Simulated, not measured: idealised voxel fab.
process module | voxel transistor to metal
cross-section cut | 195 nm wide | cells 5 nm
A cross-section is a grid of square cells, given in bands from the top down. A band is one or more rows of cells.
Each band's line starts with the height of the band's top and of its bottom, in nm. Then come its materials from left to right, each with its width in nm. One material with "throughout" fills the band from edge to edge. "air" is empty space.
Height 0 is the level under which the wafer as received is all one material. The lowest band goes on downwards, as in "0 down".
A width such as "30 to 40" changes by the same amount from each row of cells to the next, from the band's top row to its bottom row.
"no change" after a step means that no cell of the cross-section changed.
closed voids: empty space of 8 cells or more with no open way to the top, each as width x height at its distance from the left edge, in nm
after a step's settings: what the simulator itself notes on the step
overlay nm, on a step with a mask: how far to the right of its planned place the mask lay; to the left if negative
plan
1 op RECEIVE | material Si
2 op CONFORMAL_DEP | material SiO2 | thk nm 5
3 op CONFORMAL_DEP | material SiN | thk nm 10
4 op DIRECTIONAL_DEP | material aC | thk nm 15
5 op PATTERN | tone cover | mask id ACTIVE | material resist | width nm 105 | thk nm 35 | overlay nm 0
6 op DIRECTIONAL_ETCH | etch materials aC | depth nm 15
7 op STRIP | etch materials resist
8 op DIRECTIONAL_ETCH | etch materials SiN | depth nm 10
9 op DIRECTIONAL_ETCH | etch materials SiO2 | depth nm 5
10 op DIRECTIONAL_ETCH | etch materials Si | depth nm 25
11 op STRIP | etch materials aC
12 op OXIDIZE | depth nm 5
13 op FILL_DEP | material SiO2 | thk nm 10
14 op CMP | height nm 15
15 op SELECTIVE_ETCH | etch materials SiO2 | depth nm 5
16 op STRIP | etch materials SiN
17 op SELECTIVE_ETCH | etch materials SiO2 | depth nm 5
18 op OXIDIZE | depth nm 5
19 op DIRECTIONAL_DEP | material polySi | thk nm 20
20 op DIRECTIONAL_DEP | material SiCN | thk nm 15
21 op DIRECTIONAL_DEP | material aC | thk nm 10
22 op PATTERN | tone cover | mask id GATE | material resist | width nm 25 | thk nm 30 | overlay nm 0
23 op DIRECTIONAL_ETCH | etch materials aC | depth nm 10
24 op STRIP | etch materials resist
25 op DIRECTIONAL_ETCH | etch materials SiCN | depth nm 25
26 op DIRECTIONAL_ETCH | etch materials polySi | depth nm 30
27 op STRIP | etch materials aC
28 op CONFORMAL_DEP | material SiN | thk nm 5
29 op DIRECTIONAL_ETCH | etch materials SiN | depth nm 5
30 op DIRECTIONAL_ETCH | etch materials SiO2 | depth nm 5
31 op DIRECTIONAL_ETCH | etch materials Si | depth nm 10
32 op EPI | material SiGe | thk nm 15
33 op FILL_DEP | material SiO2 | thk nm 10
34 op CMP | height nm 20
35 op STRIP | etch materials polySi
36 op SELECTIVE_ETCH | etch materials SiO2 | depth nm 5
37 op CONFORMAL_DEP | material HfO2 | thk nm 5
38 op CONFORMAL_DEP | material TiN | thk nm 5
39 op FILL_DEP | material W | thk nm 10
40 op CMP | height nm 15
41 op DIRECTIONAL_DEP | material SiO2 | thk nm 10
42 op MASKED_ETCH | tone open | mask id CONTACT | width nm 15 | pitch nm 80 | etch materials SiO2 | depth nm 25 | overlay nm 0
43 op CONFORMAL_DEP | material TiN | thk nm 5
44 op FILL_DEP | material W | thk nm 5
45 op CMP | height nm 25
46 op DIRECTIONAL_DEP | material TiN | thk nm 5
47 op DIRECTIONAL_DEP | material W | thk nm 15
48 op DIRECTIONAL_DEP | material aC | thk nm 15
49 op PATTERN | tone cover | mask id METAL_1 | material resist | width nm 15 | pitch nm 80 | thk nm 35 | overlay nm 0
50 op DIRECTIONAL_ETCH | etch materials aC | depth nm 15
51 op STRIP | etch materials resist
52 op DIRECTIONAL_ETCH | etch materials W | depth nm 15
53 op DIRECTIONAL_ETCH | etch materials TiN | depth nm 5
54 op STRIP | etch materials aC
55 op FILL_DEP | material SiO2 | thk nm 10
56 op CMP | height nm 45
57 op CONFORMAL_DEP | material SiCN | thk nm 5
58 op DIRECTIONAL_DEP | material SiO2 | thk nm 30
59 op DIRECTIONAL_DEP | material aC | thk nm 15
60 op PATTERN | tone open | mask id METAL_2 | material resist | width nm 15 | pitch nm 80 | thk nm 35 | overlay nm 0
61 op DIRECTIONAL_ETCH | etch materials aC | depth nm 15
62 op STRIP | etch materials resist
63 op DIRECTIONAL_ETCH | etch materials SiO2 | depth nm 20
64 op STRIP | etch materials aC
65 op PATTERN | tone open | mask id METAL_2_HOLES | material resist | width nm 15 | pitch nm 80 | thk nm 15 | overlay nm 0
66 op DIRECTIONAL_ETCH | etch materials SiO2 | depth nm 10
67 op DIRECTIONAL_ETCH | etch materials SiCN | depth nm 5
68 op STRIP | etch materials resist
69 op CONFORMAL_DEP | material TiN | thk nm 5
70 op FILL_DEP | material Ru | thk nm 10
71 op CMP | height nm 80
72 op CONFORMAL_DEP | material SiCN | thk nm 5
varied across the wafers: width nm of step 60. The plan shows the first wafer's value. All wafers start alike
first wafer as received, after step 1
  0 down: Si throughout
  closed voids: none
first wafer at the end, after step 72
  85 to 80: SiCN throughout
  80 to 50: SiO2 50 | TiN 5 | Ru 5 | TiN 5 | SiO2 65 | TiN 5 | Ru 5 | TiN 5 | SiO2 50
  50 to 45: SiCN 50 | TiN 15 | SiCN 65 | TiN 15 | SiCN 50
  45 to 30: SiO2 50 | W 15 | SiO2 65 | W 15 | SiO2 50
  30 to 25: SiO2 50 | TiN 15 | SiO2 65 | TiN 15 | SiO2 50
  25 to 15: SiO2 50 | TiN 5 | W 5 | TiN 5 | SiO2 65 | TiN 5 | W 5 | TiN 5 | SiO2 50
  15 to 10: SiO2 50 | TiN 5 | W 5 | TiN 5 | SiO2 15 | SiN 5 | HfO2 5 | TiN 5 | W 5 | TiN 5 | HfO2 5 | SiN 5 | SiO2 15 | TiN 5 | W 5 | TiN 5 | SiO2 50
  10 to 5: SiO2 50 | TiN 5 | W 5 | TiN 5 | SiGe 15 | SiN 5 | HfO2 5 | TiN 5 | W 5 | TiN 5 | HfO2 5 | SiN 5 | SiGe 15 | TiN 5 | W 5 | TiN 5 | SiO2 50
  5 to 0: SiO2 40 | SiN 5 | SiO2 5 | TiN 15 | SiGe 15 | SiN 5 | HfO2 5 | TiN 15 | HfO2 5 | SiN 5 | SiGe 15 | TiN 15 | SiO2 5 | SiN 5 | SiO2 40
  0 to -5: SiO2 45 | SiGe 35 | HfO2 35 | SiGe 35 | SiO2 45
  -5 to -15: SiO2 50 | SiGe 30 | Si 35 | SiGe 30 | SiO2 50
  -15 to -30: SiO2 50 | Si 95 | SiO2 50
  -30 down: Si throughout
  closed voids: none
last wafer at the end
  85 to 80: SiCN throughout
  80 to 65: SiO2 45 | TiN 5 | Ru 20 | TiN 5 | SiO2 50 | TiN 5 | Ru 20 | TiN 5 | SiO2 40
  65 to 60: SiO2 45 | TiN 10 | Ru 5 | TiN 15 | SiO2 50 | TiN 10 | Ru 5 | TiN 15 | SiO2 40
  60 to 50: SiO2 50 | TiN 5 | Ru 5 | TiN 5 | SiO2 65 | TiN 5 | Ru 5 | TiN 5 | SiO2 50
  50 to 45: SiCN 50 | TiN 15 | SiCN 65 | TiN 15 | SiCN 50
  45 to 30: SiO2 50 | W 15 | SiO2 65 | W 15 | SiO2 50
  30 to 25: SiO2 50 | TiN 15 | SiO2 65 | TiN 15 | SiO2 50
  25 to 15: SiO2 50 | TiN 5 | W 5 | TiN 5 | SiO2 65 | TiN 5 | W 5 | TiN 5 | SiO2 50
  15 to 10: SiO2 50 | TiN 5 | W 5 | TiN 5 | SiO2 15 | SiN 5 | HfO2 5 | TiN 5 | W 5 | TiN 5 | HfO2 5 | SiN 5 | SiO2 15 | TiN 5 | W 5 | TiN 5 | SiO2 50
  10 to 5: SiO2 50 | TiN 5 | W 5 | TiN 5 | SiGe 15 | SiN 5 | HfO2 5 | TiN 5 | W 5 | TiN 5 | HfO2 5 | SiN 5 | SiGe 15 | TiN 5 | W 5 | TiN 5 | SiO2 50
  5 to 0: SiO2 40 | SiN 5 | SiO2 5 | TiN 15 | SiGe 15 | SiN 5 | HfO2 5 | TiN 15 | HfO2 5 | SiN 5 | SiGe 15 | TiN 15 | SiO2 5 | SiN 5 | SiO2 40
  0 to -5: SiO2 45 | SiGe 35 | HfO2 35 | SiGe 35 | SiO2 45
  -5 to -15: SiO2 50 | SiGe 30 | Si 35 | SiGe 30 | SiO2 50
  -15 to -30: SiO2 50 | Si 95 | SiO2 50
  -30 down: Si throughout
  closed voids: none
each wafer at the end: cells of each material gained (+) or lost (-) since it was received, then its closed voids
width nm 15 | +13 HfO2 | +12 Ru | -163 Si | +72 SiCN | +50 SiGe | +8 SiN | +578 SiO2 | +65 TiN | +28 W | closed voids: none
width nm 20 | +13 HfO2 | +18 Ru | -163 Si | +72 SiCN | +50 SiGe | +8 SiN | +570 SiO2 | +67 TiN | +28 W | closed voids: none
width nm 25 | +13 HfO2 | +24 Ru | -163 Si | +72 SiCN | +50 SiGe | +8 SiN | +562 SiO2 | +69 TiN | +28 W | closed voids: none
width nm 30 | +13 HfO2 | +30 Ru | -163 Si | +72 SiCN | +50 SiGe | +8 SiN | +554 SiO2 | +71 TiN | +28 W | closed voids: none
